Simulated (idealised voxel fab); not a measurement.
Process module under the name voxel gate over fins
cross-section cut | 285 nm wide | cells 5 nm
A cross-section in this document is a grid of square cells, and it is written down as bands, the top band listed before the ones below it; a band is made up of one or more rows of cells. Quick guide to a band line: top height, bottom height (nm) up front; then every material left to right with its width in nm. Only one material and it's marked "edge to edge"? Then it fills the band edge to edge. And "air" just means empty space. Heights are expressed relative to 0, this being the level below which the as-received wafer comprises one material exclusively. The lowest band is unbounded in the downward direction and is denoted as in "0 and below". Note: "30->40" means the width goes from the first number (top row of the band) to the second number (bottom row) in equal steps per row of cells. Basically "same as before" means that step didn't change any cell in the cross-section. Any empty space of 8 cells or more lacking an open way to the top shows up in "Enclosed void inventory" as width x height at distance, distance from the left edge, in nm. Formally, on a step line, whatever follows the settings is a remark that the simulator itself makes on the step. overlay nm: right-of-plan distance of the mask on a masked step; negative values mean left-of-plan.

**Listed below are the process steps as planned**
1 RECEIVE: material Si
2 CONFORMAL_DEP: material SiN, thk nm 5
3 MASKED_ETCH: tone cover, mask id FINS, width nm 15, pitch nm 55, etch materials SiN, depth nm 5, overlay nm 0
4 MASKED_ETCH: tone cover, mask id FINS, width nm 15, pitch nm 55, etch materials Si, depth nm 40, overlay nm 0
5 OXIDIZE: depth nm 5
6 FILL_DEP: material SiO2, thk nm 15
7 CMP: height nm 5
8 MASKED_ETCH: tone open, mask id RAIL, width nm 15, etch materials SiO2, depth nm 40, overlay nm 0
9 CONFORMAL_DEP: material TiN, thk nm 5
10 FILL_DEP: material W, thk nm 5
11 CMP: height nm 5
12 SELECTIVE_ETCH: etch materials W Ru TiN, depth nm 25
13 FILL_DEP: material SiO2, thk nm 5
14 CMP: height nm 5
15 SELECTIVE_ETCH: etch materials SiO2, depth nm 20
16 STRIP: etch materials SiN
17 CONFORMAL_DEP: material HfO2, thk nm 5
18 CONFORMAL_DEP: material TiN, thk nm 5
19 FILL_DEP: material W, thk nm 15
20 CMP: height nm 20
21 CONFORMAL_DEP: material SiCN, thk nm 5

**As-received state of the wafer in cross-section, equivalent to post-step 1**
	0 and below = Si edge to edge
	Enclosed void inventory: none

**Below is the wafer in cross-section after the module was completed. It began from the starting point shown above and followed the plan shown above, except that one mistake was made while running it**
	25 down to 20 = SiCN edge to edge
	20 down to 10 = W edge to edge
	10 down to 5 = 45 nm W | 25 nm SiN | 30 nm W | 25 nm SiN | 30 nm W | 25 nm SiN | 30 nm W | 25 nm SiN | 50 nm W
	5 down to 0 = 45 nm W | 5 nm SiN | 15 nm HfO2 | 5 nm SiN | 30 nm W | 5 nm SiN | 15 nm HfO2 | 5 nm SiN | 30 nm W | 5 nm SiN | 15 nm HfO2 | 5 nm SiN | 30 nm W | 5 nm SiN | 15 nm HfO2 | 5 nm SiN | 50 nm W
	0 down to -5 = 45 nm W | 5 nm SiN | 5 nm HfO2 | 5 nm Si | 5 nm HfO2 | 5 nm SiN | 30 nm W | 5 nm SiN | 5 nm HfO2 | 5 nm Si | 5 nm HfO2 | 5 nm SiN | 30 nm W | 5 nm SiN | 5 nm HfO2 | 5 nm Si | 5 nm HfO2 | 5 nm SiN | 30 nm W | 5 nm SiN | 5 nm HfO2 | 5 nm Si | 5 nm HfO2 | 5 nm SiN | 50 nm W
	-5 down to -10 = 50 nm SiN | 5 nm HfO2 | 5 nm Si | 5 nm HfO2 | 40 nm SiN | 5 nm HfO2 | 5 nm Si | 5 nm HfO2 | 40 nm SiN | 5 nm HfO2 | 5 nm Si | 5 nm HfO2 | 40 nm SiN | 5 nm HfO2 | 5 nm Si | 5 nm HfO2 | 55 nm SiN
	-10 down to -15 = 55 nm HfO2 | 5 nm Si | 50 nm HfO2 | 5 nm Si | 50 nm HfO2 | 5 nm Si | 50 nm HfO2 | 5 nm Si | 60 nm HfO2
	-15 down to -20 = 55 nm SiO2 | 5 nm Si | 50 nm SiO2 | 5 nm Si | 50 nm SiO2 | 5 nm Si | 50 nm SiO2 | 5 nm Si | 60 nm SiO2
	-20 down to -30 = 55 nm SiO2 | 5 nm Si | 15 nm SiO2 | 5 nm TiN | 5 nm W | 5 nm TiN | 20 nm SiO2 | 5 nm Si | 50 nm SiO2 | 5 nm Si | 50 nm SiO2 | 5 nm Si | 60 nm SiO2
	-30 down to -35 = 55 nm SiO2 | 5 nm Si | 15 nm SiO2 | 15 nm TiN | 20 nm SiO2 | 5 nm Si | 50 nm SiO2 | 5 nm Si | 50 nm SiO2 | 5 nm Si | 60 nm SiO2
	-35 down to -45 = 55 nm SiO2 | 5 nm Si | 50 nm SiO2 | 5 nm Si | 50 nm SiO2 | 5 nm Si | 50 nm SiO2 | 5 nm Si | 60 nm SiO2
	-45 and below = Si edge to edge
	Enclosed void inventory: none
Misprocessing identified: the process deviated at step 18: the operation and settings actually run there were CONFORMAL_DEP: material SiN, thk nm 5
